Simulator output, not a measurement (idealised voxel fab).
process module | voxel plated lines
cross-section cut | 285 nm wide | cells 5 nm
A cross-section is a grid of square cells, given in bands from the top down. A band is one or more rows of cells.
Each band's line starts with the height of the band's top and of its bottom, in nm. Then come its materials from left to right, each with its width in nm. One material with "throughout" fills the band from edge to edge. "air" is empty space.
Height 0 is the level under which the wafer as received is all one material. The lowest band goes on downwards, as in "0 down".
A width such as "30 to 40" changes by the same amount from each row of cells to the next, from the band's top row to its bottom row.
"no change" after a step means that no cell of the cross-section changed.
closed voids: empty space of 8 cells or more with no open way to the top, each as width x height at its distance from the left edge, in nm
after a step's settings: what the simulator itself notes on the step
overlay nm, on a step with a mask: how far to the right of its planned place the mask lay; to the left if negative
plan
1 op RECEIVE | material Si
2 op CONFORMAL_DEP | material Al2O3 | thk nm 5
3 op DIRECTIONAL_DEP | material TiN | thk nm 5
4 op PATTERN | tone open | mask id LINES | material resist | width nm 25 | pitch nm 55 | thk nm 25 | overlay nm 0
5 op EPI | material Ru | thk nm 10
6 op EPI | material Ru | thk nm 10
7 op STRIP | etch materials resist
8 op DIRECTIONAL_ETCH | etch materials TiN | depth nm 5
9 op CONFORMAL_DEP | material SiCN | thk nm 10
first wafer, as planned
as received, after step 1
  0 down: Si throughout
  closed voids: none
after step 2
  5 to 0: Al2O3 throughout
  below 0: unchanged
after step 3
  10 to 5: TiN throughout
  below 5: unchanged
after step 4
  35 to 10: resist 100 | air 25 | resist 30 | air 25 | resist 105
  below 10: unchanged
after step 5
  35 to 20: resist 100 | air 25 | resist 30 | air 25 | resist 105
  20 to 10: resist 100 | Ru 25 | resist 30 | Ru 25 | resist 105
  below 10: unchanged
after step 6
  35 to 30: resist 100 | air 25 | resist 30 | air 25 | resist 105
  30 to 10: resist 100 | Ru 25 | resist 30 | Ru 25 | resist 105
  below 10: unchanged
after step 7
  30 to 10: air 100 | Ru 25 | air 30 | Ru 25 | air 105
  below 10: unchanged
after step 8
  30 to 10: air 100 | Ru 25 | air 30 | Ru 25 | air 105
  10 to 5: air 100 | TiN 25 | air 30 | TiN 25 | air 105
  below 5: unchanged
after step 9
  40 to 30: air 90 | SiCN 45 | air 10 | SiCN 45 | air 95
  30 to 15: air 90 | SiCN 10 | Ru 25 | SiCN 10 | air 10 | SiCN 10 | Ru 25 | SiCN 10 | air 95
  15 to 10: SiCN 100 | Ru 25 | SiCN 30 | Ru 25 | SiCN 105
  10 to 5: SiCN 100 | TiN 25 | SiCN 30 | TiN 25 | SiCN 105
  below 5: unchanged
second wafer: like start, like plan, one mistake. Through step 4 it matches the first wafer
when step 6 should have ended
  40 to 35: air 95 | Ru 35 | air 20 | Ru 35 | air 100
  35 to 10: resist 100 | Ru 25 | resist 30 | Ru 25 | resist 105
  below 10: unchanged
when step 7 should have ended
  40 to 35: air 95 | Ru 35 | air 20 | Ru 35 | air 100
  35 to 10: air 100 | Ru 25 | air 30 | Ru 25 | air 105
  below 10: unchanged
when step 8 should have ended
  40 to 35: air 95 | Ru 35 | air 20 | Ru 35 | air 100
  35 to 10: air 100 | Ru 25 | air 30 | Ru 25 | air 105
  10 to 5: air 95 | TiN 35 | air 20 | TiN 35 | air 100
  below 5: unchanged
when step 9 should have ended
  50 to 40: air 85 | SiCN 110 | air 90
  40 to 35: air 85 | SiCN 10 | Ru 35 | SiCN 20 | Ru 35 | SiCN 10 | air 90
  35 to 25: air 85 | SiCN 15 | Ru 25 | SiCN 30 | Ru 25 | SiCN 15 | air 90
  25 to 20: air 90 | SiCN 10 | Ru 25 | SiCN 10 | air 10 | SiCN 10 | Ru 25 | SiCN 10 | air 95
  20 to 15: air 85 | SiCN 15 | Ru 25 | SiCN 30 | Ru 25 | SiCN 15 | air 90
  15 to 10: SiCN 100 | Ru 25 | SiCN 30 | Ru 25 | SiCN 105
  10 to 5: SiCN 95 | TiN 35 | SiCN 20 | TiN 35 | SiCN 100
  below 5: unchanged
what went wrong: one of the steps 5 and 6, which are alike, was run twice
at the end the second wafer has, in cells: 24 more of Ru | 32 more of SiCN | 4 more of TiN
